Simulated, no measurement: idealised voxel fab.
This section sets out a process module, namely voxel wiring stack.
Section cut is 245 nm wide and gridded with 5 nm square cells.
Think of the cross-section as a grid of square cells. We describe it in bands, top to bottom, and each band covers one or more rows of those cells.
The band entry comprises the height of the band's top followed by the height of its bottom, expressed in nm, and subsequently the band's materials from left to right, each stated together with its width in nm. Where a single material is marked with the word "full width", that material fills the band from edge to edge. The word "air" represents empty space.
Measure heights from 0. That's the level where, below it, the as-received wafer is all one material. The lowest band is bottomless and extends downward; write it as in "0..down".
Width: "30 to 40" (first number = top row, second number = bottom row, same change from row to row of cells).
Key: "no alterations made" - step with no changed cell in the cross-section.
Reported under the label "Unvented voids" are the empty spaces having no open way to the top and comprising 8 cells or more; the notation for each is width x height at distance, in which the distance is measured from the left edge and all three values are in nm.
Step line, after settings: the simulator's comment on this step.
overlay nm: for a step with a mask, the amount by which the mask lay right of where it was planned; a negative amount means left of it.
-- This section lists the process steps that were planned
1,RECEIVE with material Si
2,CONFORMAL_DEP with material SiO2, thk nm 10
3,DIRECTIONAL_DEP with material TiN, thk nm 5
4,DIRECTIONAL_DEP with material Ru, thk nm 20
5,PATTERN with tone cover, mask id METAL_1, material resist, width nm 20, pitch nm 35, thk nm 15, overlay nm 0
6,DIRECTIONAL_ETCH with etch materials Ru, depth nm 20
7,DIRECTIONAL_ETCH with etch materials TiN, depth nm 5
8,STRIP with etch materials resist
9,CONFORMAL_DEP with material SiN, thk nm 5
10,FILL_DEP with material SiO2, thk nm 5
11,CMP with height nm 35
12,CONFORMAL_DEP with material SiCN, thk nm 5
13,DIRECTIONAL_DEP with material SiO2, thk nm 20
14,DIRECTIONAL_DEP with material aC, thk nm 15
15,PATTERN with tone open, mask id PLUG_1, material resist, width nm 15, pitch nm 70, thk nm 30, overlay nm 0
16,DIRECTIONAL_ETCH with etch materials aC, depth nm 15
17,STRIP with etch materials resist
18,DIRECTIONAL_ETCH with etch materials SiO2, depth nm 20
19,DIRECTIONAL_ETCH with etch materials SiCN, depth nm 5
20,STRIP with etch materials aC
21,EPI with material Ru, thk nm 10
22,EPI with material Ru, thk nm 10
23,EPI with material Ru, thk nm 5
24,DIRECTIONAL_DEP with material TiN, thk nm 5
25,DIRECTIONAL_DEP with material Ru, thk nm 20
26,MASKED_ETCH with tone cover, mask id METAL_2, width nm 20, pitch nm 35, etch materials Ru, depth nm 20, overlay nm 0
27,MASKED_ETCH with tone cover, mask id METAL_2, width nm 20, pitch nm 35, etch materials TiN, depth nm 5, overlay nm 0
28,FILL_DEP with material SiO2, thk nm 10
29,CMP with height nm 85
30,CONFORMAL_DEP with material SiCN, thk nm 5
31,DIRECTIONAL_DEP with material SiO2, thk nm 15
32,MASKED_ETCH with tone open, mask id PLUG_2, width nm 15, pitch nm 35, etch materials SiO2, depth nm 15, overlay nm 0
33,MASKED_ETCH with tone open, mask id PLUG_2, width nm 15, pitch nm 35, etch materials SiCN, depth nm 5, overlay nm 0
34,CONFORMAL_DEP with material TiN, thk nm 5
35,FILL_DEP with material W, thk nm 5
36,CMP with height nm 105
37,DIRECTIONAL_DEP with material TiN, thk nm 5
38,DIRECTIONAL_DEP with material W, thk nm 25
39,PATTERN with tone cover, mask id METAL_3, material resist, width nm 20, pitch nm 35, thk nm 20, overlay nm 0
40,DIRECTIONAL_ETCH with etch materials W, depth nm 25
41,DIRECTIONAL_ETCH with etch materials TiN, depth nm 5
42,STRIP with etch materials resist
43,FILL_DEP with material SiO2, thk nm 5
44,CMP with height nm 135
45,CONFORMAL_DEP with material SiN, thk nm 5
-- Run as planned: first of two wafers
-- Cross-section of the wafer upon arrival, representing the state reached after step 1
0..down = Si full width
Unvented voids: none
-- After step 2, in cross-section
10..0 = SiO2 full width
At heights below 0, the structure remains unaltered.
-- After step 3, in cross-section
15..10 = TiN full width
At heights below 10, the structure remains unaltered.
-- After step 4, in cross-section
35..15 = Ru full width
At heights below 15, the structure remains unaltered.
-- After step 5, in cross-section
50..35 = air 60 nm; resist 20 nm; air 15 nm; resist 20 nm; air 15 nm; resist 20 nm; air 15 nm; resist 20 nm; air 60 nm
At heights below 35, the structure remains unaltered.
-- After step 6, in cross-section
50..35 = air 60 nm; resist 20 nm; air 15 nm; resist 20 nm; air 15 nm; resist 20 nm; air 15 nm; resist 20 nm; air 60 nm
35..15 = air 60 nm; Ru 20 nm; air 15 nm; Ru 20 nm; air 15 nm; Ru 20 nm; air 15 nm; Ru 20 nm; air 60 nm
At heights below 15, the structure remains unaltered.
-- After step 7, in cross-section
50..35 = air 60 nm; resist 20 nm; air 15 nm; resist 20 nm; air 15 nm; resist 20 nm; air 15 nm; resist 20 nm; air 60 nm
35..15 = air 60 nm; Ru 20 nm; air 15 nm; Ru 20 nm; air 15 nm; Ru 20 nm; air 15 nm; Ru 20 nm; air 60 nm
15..10 = air 60 nm; TiN 20 nm; air 15 nm; TiN 20 nm; air 15 nm; TiN 20 nm; air 15 nm; TiN 20 nm; air 60 nm
At heights below 10, the structure remains unaltered.
-- After step 8, in cross-section
35..15 = air 60 nm; Ru 20 nm; air 15 nm; Ru 20 nm; air 15 nm; Ru 20 nm; air 15 nm; Ru 20 nm; air 60 nm
At heights below 15, the structure remains unaltered.
-- After step 9, in cross-section
40..35 = air 55 nm; SiN 30 nm; air 5 nm; SiN 30 nm; air 5 nm; SiN 30 nm; air 5 nm; SiN 30 nm; air 55 nm
35..15 = air 55 nm; SiN 5 nm; Ru 20 nm; SiN 5 nm; air 5 nm; SiN 5 nm; Ru 20 nm; SiN 5 nm; air 5 nm; SiN 5 nm; Ru 20 nm; SiN 5 nm; air 5 nm; SiN 5 nm; Ru 20 nm; SiN 5 nm; air 55 nm
15..10 = SiN 60 nm; TiN 20 nm; SiN 15 nm; TiN 20 nm; SiN 15 nm; TiN 20 nm; SiN 15 nm; TiN 20 nm; SiN 60 nm
At heights below 10, the structure remains unaltered.
-- After step 10, in cross-section
45..40 = SiO2 full width
40..35 = SiO2 55 nm; SiN 30 nm; SiO2 5 nm; SiN 30 nm; SiO2 5 nm; SiN 30 nm; SiO2 5 nm; SiN 30 nm; SiO2 55 nm
35..15 = SiO2 55 nm; SiN 5 nm; Ru 20 nm; SiN 5 nm; SiO2 5 nm; SiN 5 nm; Ru 20 nm; SiN 5 nm; SiO2 5 nm; SiN 5 nm; Ru 20 nm; SiN 5 nm; SiO2 5 nm; SiN 5 nm; Ru 20 nm; SiN 5 nm; SiO2 55 nm
At heights below 15, the structure remains unaltered.
-- After step 11, in cross-section
35..15 = SiO2 55 nm; SiN 5 nm; Ru 20 nm; SiN 5 nm; SiO2 5 nm; SiN 5 nm; Ru 20 nm; SiN 5 nm; SiO2 5 nm; SiN 5 nm; Ru 20 nm; SiN 5 nm; SiO2 5 nm; SiN 5 nm; Ru 20 nm; SiN 5 nm; SiO2 55 nm
At heights below 15, the structure remains unaltered.
-- After step 12, in cross-section
40..35 = SiCN full width
At heights below 35, the structure remains unaltered.
-- After step 13, in cross-section
60..40 = SiO2 full width
At heights below 40, the structure remains unaltered.
-- After step 14, in cross-section
75..60 = aC full width
At heights below 60, the structure remains unaltered.
-- After step 15, in cross-section
105..75 = resist 60 nm; air 15 nm; resist 55 nm; air 15 nm; resist 100 nm
At heights below 75, the structure remains unaltered.
-- After step 16, in cross-section
90..75 = resist 60 nm; air 15 nm; resist 55 nm; air 15 nm; resist 100 nm
75..60 = aC 60 nm; air 15 nm; aC 55 nm; air 15 nm; aC 100 nm
At heights below 60, the structure remains unaltered.
-- After step 17, in cross-section
75..60 = aC 60 nm; air 15 nm; aC 55 nm; air 15 nm; aC 100 nm
At heights below 60, the structure remains unaltered.
-- After step 18, in cross-section
75..60 = aC 60 nm; air 15 nm; aC 55 nm; air 15 nm; aC 100 nm
60..40 = SiO2 60 nm; air 15 nm; SiO2 55 nm; air 15 nm; SiO2 100 nm
At heights below 40, the structure remains unaltered.
-- After step 19, in cross-section
75..60 = aC 60 nm; air 15 nm; aC 55 nm; air 15 nm; aC 100 nm
60..40 = SiO2 60 nm; air 15 nm; SiO2 55 nm; air 15 nm; SiO2 100 nm
40..35 = SiCN 60 nm; air 15 nm; SiCN 55 nm; air 15 nm; SiCN 100 nm
At heights below 35, the structure remains unaltered.
-- After step 20, in cross-section
60..40 = SiO2 60 nm; air 15 nm; SiO2 55 nm; air 15 nm; SiO2 100 nm
At heights below 40, the structure remains unaltered.
-- After step 21, in cross-section
60..45 = SiO2 60 nm; air 15 nm; SiO2 55 nm; air 15 nm; SiO2 100 nm
45..40 = SiO2 60 nm; Ru 15 nm; SiO2 55 nm; Ru 15 nm; SiO2 100 nm
40..35 = SiCN 60 nm; Ru 15 nm; SiCN 55 nm; Ru 15 nm; SiCN 100 nm
At heights below 35, the structure remains unaltered.
-- After step 22, in cross-section
60..55 = SiO2 60 nm; air 15 nm; SiO2 55 nm; air 15 nm; SiO2 100 nm
55..40 = SiO2 60 nm; Ru 15 nm; SiO2 55 nm; Ru 15 nm; SiO2 100 nm
At heights below 40, the structure remains unaltered.
-- After step 23, in cross-section
60..40 = SiO2 60 nm; Ru 15 nm; SiO2 55 nm; Ru 15 nm; SiO2 100 nm
At heights below 40, the structure remains unaltered.
-- After step 24, in cross-section
65..60 = TiN full width
At heights below 60, the structure remains unaltered.
-- After step 25, in cross-section
85..65 = Ru full width
At heights below 65, the structure remains unaltered.
-- After step 26, in cross-section
85..65 = air 60 nm; Ru 20 nm; air 15 nm; Ru 20 nm; air 15 nm; Ru 20 nm; air 15 nm; Ru 20 nm; air 60 nm
At heights below 65, the structure remains unaltered.
-- After step 27, in cross-section
85..65 = air 60 nm; Ru 20 nm; air 15 nm; Ru 20 nm; air 15 nm; Ru 20 nm; air 15 nm; Ru 20 nm; air 60 nm
65..60 = air 60 nm; TiN 20 nm; air 15 nm; TiN 20 nm; air 15 nm; TiN 20 nm; air 15 nm; TiN 20 nm; air 60 nm
At heights below 60, the structure remains unaltered.
-- After step 28, in cross-section
95..85 = SiO2 full width
85..65 = SiO2 60 nm; Ru 20 nm; SiO2 15 nm; Ru 20 nm; SiO2 15 nm; Ru 20 nm; SiO2 15 nm; Ru 20 nm; SiO2 60 nm
65..60 = SiO2 60 nm; TiN 20 nm; SiO2 15 nm; TiN 20 nm; SiO2 15 nm; TiN 20 nm; SiO2 15 nm; TiN 20 nm; SiO2 60 nm
At heights below 60, the structure remains unaltered.
-- After step 29, in cross-section
85..65 = SiO2 60 nm; Ru 20 nm; SiO2 15 nm; Ru 20 nm; SiO2 15 nm; Ru 20 nm; SiO2 15 nm; Ru 20 nm; SiO2 60 nm
At heights below 65, the structure remains unaltered.
-- After step 30, in cross-section
90..85 = SiCN full width
At heights below 85, the structure remains unaltered.
-- After step 31, in cross-section
105..90 = SiO2 full width
At heights below 90, the structure remains unaltered.
-- After step 32, in cross-section
105..90 = SiO2 60 nm; air 15 nm; SiO2 20 nm; air 15 nm; SiO2 20 nm; air 15 nm; SiO2 20 nm; air 15 nm; SiO2 65 nm
At heights below 90, the structure remains unaltered.
-- After step 33, in cross-section
105..90 = SiO2 60 nm; air 15 nm; SiO2 20 nm; air 15 nm; SiO2 20 nm; air 15 nm; SiO2 20 nm; air 15 nm; SiO2 65 nm
90..85 = SiCN 60 nm; air 15 nm; SiCN 20 nm; air 15 nm; SiCN 20 nm; air 15 nm; SiCN 20 nm; air 15 nm; SiCN 65 nm
At heights below 85, the structure remains unaltered.
-- After step 34, in cross-section
110..105 = TiN 65 nm; air 5 nm; TiN 30 nm; air 5 nm; TiN 30 nm; air 5 nm; TiN 30 nm; air 5 nm; TiN 70 nm
105..90 = SiO2 60 nm; TiN 5 nm; air 5 nm; TiN 5 nm; SiO2 20 nm; TiN 5 nm; air 5 nm; TiN 5 nm; SiO2 20 nm; TiN 5 nm; air 5 nm; TiN 5 nm; SiO2 20 nm; TiN 5 nm; air 5 nm; TiN 5 nm; SiO2 65 nm
90..85 = SiCN 60 nm; TiN 15 nm; SiCN 20 nm; TiN 15 nm; SiCN 20 nm; TiN 15 nm; SiCN 20 nm; TiN 15 nm; SiCN 65 nm
At heights below 85, the structure remains unaltered.
-- After step 35, in cross-section
115..110 = W full width
110..105 = TiN 65 nm; W 5 nm; TiN 30 nm; W 5 nm; TiN 30 nm; W 5 nm; TiN 30 nm; W 5 nm; TiN 70 nm
105..90 = SiO2 60 nm; TiN 5 nm; W 5 nm; TiN 5 nm; SiO2 20 nm; TiN 5 nm; W 5 nm; TiN 5 nm; SiO2 20 nm; TiN 5 nm; W 5 nm; TiN 5 nm; SiO2 20 nm; TiN 5 nm; W 5 nm; TiN 5 nm; SiO2 65 nm
At heights below 90, the structure remains unaltered.
-- After step 36, in cross-section
105..90 = SiO2 60 nm; TiN 5 nm; W 5 nm; TiN 5 nm; SiO2 20 nm; TiN 5 nm; W 5 nm; TiN 5 nm; SiO2 20 nm; TiN 5 nm; W 5 nm; TiN 5 nm; SiO2 20 nm; TiN 5 nm; W 5 nm; TiN 5 nm; SiO2 65 nm
At heights below 90, the structure remains unaltered.
-- After step 37, in cross-section
110..105 = TiN full width
At heights below 105, the structure remains unaltered.
-- After step 38, in cross-section
135..110 = W full width
At heights below 110, the structure remains unaltered.
-- After step 39, in cross-section
155..135 = air 60 nm; resist 20 nm; air 15 nm; resist 20 nm; air 15 nm; resist 20 nm; air 15 nm; resist 20 nm; air 60 nm
At heights below 135, the structure remains unaltered.
-- After step 40, in cross-section
155..135 = air 60 nm; resist 20 nm; air 15 nm; resist 20 nm; air 15 nm; resist 20 nm; air 15 nm; resist 20 nm; air 60 nm
135..110 = air 60 nm; W 20 nm; air 15 nm; W 20 nm; air 15 nm; W 20 nm; air 15 nm; W 20 nm; air 60 nm
At heights below 110, the structure remains unaltered.
-- After step 41, in cross-section
155..135 = air 60 nm; resist 20 nm; air 15 nm; resist 20 nm; air 15 nm; resist 20 nm; air 15 nm; resist 20 nm; air 60 nm
135..110 = air 60 nm; W 20 nm; air 15 nm; W 20 nm; air 15 nm; W 20 nm; air 15 nm; W 20 nm; air 60 nm
110..105 = air 60 nm; TiN 20 nm; air 15 nm; TiN 20 nm; air 15 nm; TiN 20 nm; air 15 nm; TiN 20 nm; air 60 nm
At heights below 105, the structure remains unaltered.
-- After step 42, in cross-section
135..110 = air 60 nm; W 20 nm; air 15 nm; W 20 nm; air 15 nm; W 20 nm; air 15 nm; W 20 nm; air 60 nm
At heights below 110, the structure remains unaltered.
-- After step 43, in cross-section
140..135 = SiO2 full width
135..110 = SiO2 60 nm; W 20 nm; SiO2 15 nm; W 20 nm; SiO2 15 nm; W 20 nm; SiO2 15 nm; W 20 nm; SiO2 60 nm
110..105 = SiO2 60 nm; TiN 20 nm; SiO2 15 nm; TiN 20 nm; SiO2 15 nm; TiN 20 nm; SiO2 15 nm; TiN 20 nm; SiO2 60 nm
At heights below 105, the structure remains unaltered.
-- After step 44, in cross-section
135..110 = SiO2 60 nm; W 20 nm; SiO2 15 nm; W 20 nm; SiO2 15 nm; W 20 nm; SiO2 15 nm; W 20 nm; SiO2 60 nm
At heights below 110, the structure remains unaltered.
-- After step 45, in cross-section
140..135 = SiN full width
At heights below 135, the structure remains unaltered.
-- Second wafer: same start and same plan as the first, one execution error; identical to the first through step 30
-- Cross-section of the second wafer at the time by which step 31 should have been completed according to the plan
105..90 = W full width
At heights below 90, the structure remains unaltered.
Cross-section of the second wafer at the time by which step 32 should have been completed according to the plan: no alterations made
Cross-section of the second wafer at the time by which step 33 should have been completed according to the plan: no alterations made
-- Cross-section of the second wafer at the time by which step 34 should have been completed according to the plan
110..105 = TiN full width
At heights below 105, the structure remains unaltered.
-- Cross-section of the second wafer at the time by which step 35 should have been completed according to the plan
115..110 = W full width
At heights below 110, the structure remains unaltered.
-- Cross-section of the second wafer at the time by which step 36 should have been completed according to the plan
105..90 = W full width
At heights below 90, the structure remains unaltered.
-- Cross-section of the second wafer at the time by which step 37 should have been completed according to the plan
110..105 = TiN full width
At heights below 105, the structure remains unaltered.
-- Cross-section of the second wafer at the time by which step 38 should have been completed according to the plan
135..110 = W full width
At heights below 110, the structure remains unaltered.
-- Cross-section of the second wafer at the time by which step 39 should have been completed according to the plan
155..135 = air 60 nm; resist 20 nm; air 15 nm; resist 20 nm; air 15 nm; resist 20 nm; air 15 nm; resist 20 nm; air 60 nm
At heights below 135, the structure remains unaltered.
-- Cross-section of the second wafer at the time by which step 40 should have been completed according to the plan
155..135 = air 60 nm; resist 20 nm; air 15 nm; resist 20 nm; air 15 nm; resist 20 nm; air 15 nm; resist 20 nm; air 60 nm
135..110 = air 60 nm; W 20 nm; air 15 nm; W 20 nm; air 15 nm; W 20 nm; air 15 nm; W 20 nm; air 60 nm
At heights below 110, the structure remains unaltered.
-- Cross-section of the second wafer at the time by which step 41 should have been completed according to the plan
155..135 = air 60 nm; resist 20 nm; air 15 nm; resist 20 nm; air 15 nm; resist 20 nm; air 15 nm; resist 20 nm; air 60 nm
135..110 = air 60 nm; W 20 nm; air 15 nm; W 20 nm; air 15 nm; W 20 nm; air 15 nm; W 20 nm; air 60 nm
110..105 = air 60 nm; TiN 20 nm; air 15 nm; TiN 20 nm; air 15 nm; TiN 20 nm; air 15 nm; TiN 20 nm; air 60 nm
At heights below 105, the structure remains unaltered.
-- Cross-section of the second wafer at the time by which step 42 should have been completed according to the plan
135..110 = air 60 nm; W 20 nm; air 15 nm; W 20 nm; air 15 nm; W 20 nm; air 15 nm; W 20 nm; air 60 nm
At heights below 110, the structure remains unaltered.
-- Cross-section of the second wafer at the time by which step 43 should have been completed according to the plan
140..135 = SiO2 full width
135..110 = SiO2 60 nm; W 20 nm; SiO2 15 nm; W 20 nm; SiO2 15 nm; W 20 nm; SiO2 15 nm; W 20 nm; SiO2 60 nm
110..105 = SiO2 60 nm; TiN 20 nm; SiO2 15 nm; TiN 20 nm; SiO2 15 nm; TiN 20 nm; SiO2 15 nm; TiN 20 nm; SiO2 60 nm
At heights below 105, the structure remains unaltered.
-- Cross-section of the second wafer at the time by which step 44 should have been completed according to the plan
135..110 = SiO2 60 nm; W 20 nm; SiO2 15 nm; W 20 nm; SiO2 15 nm; W 20 nm; SiO2 15 nm; W 20 nm; SiO2 60 nm
At heights below 110, the structure remains unaltered.
-- Cross-section of the second wafer at the time by which step 45 should have been completed according to the plan
140..135 = SiN full width
At heights below 135, the structure remains unaltered.
It is concluded that the wafer was processed incorrectly with respect to the plan, in that planned and actual differ for step 31; actual: DIRECTIONAL_DEP with material W, thk nm 15
The final cell counts differ between the wafers, with the second having more or fewer of some materials than the first: +12 SiCN, -111 SiO2, -36 TiN, +135 W
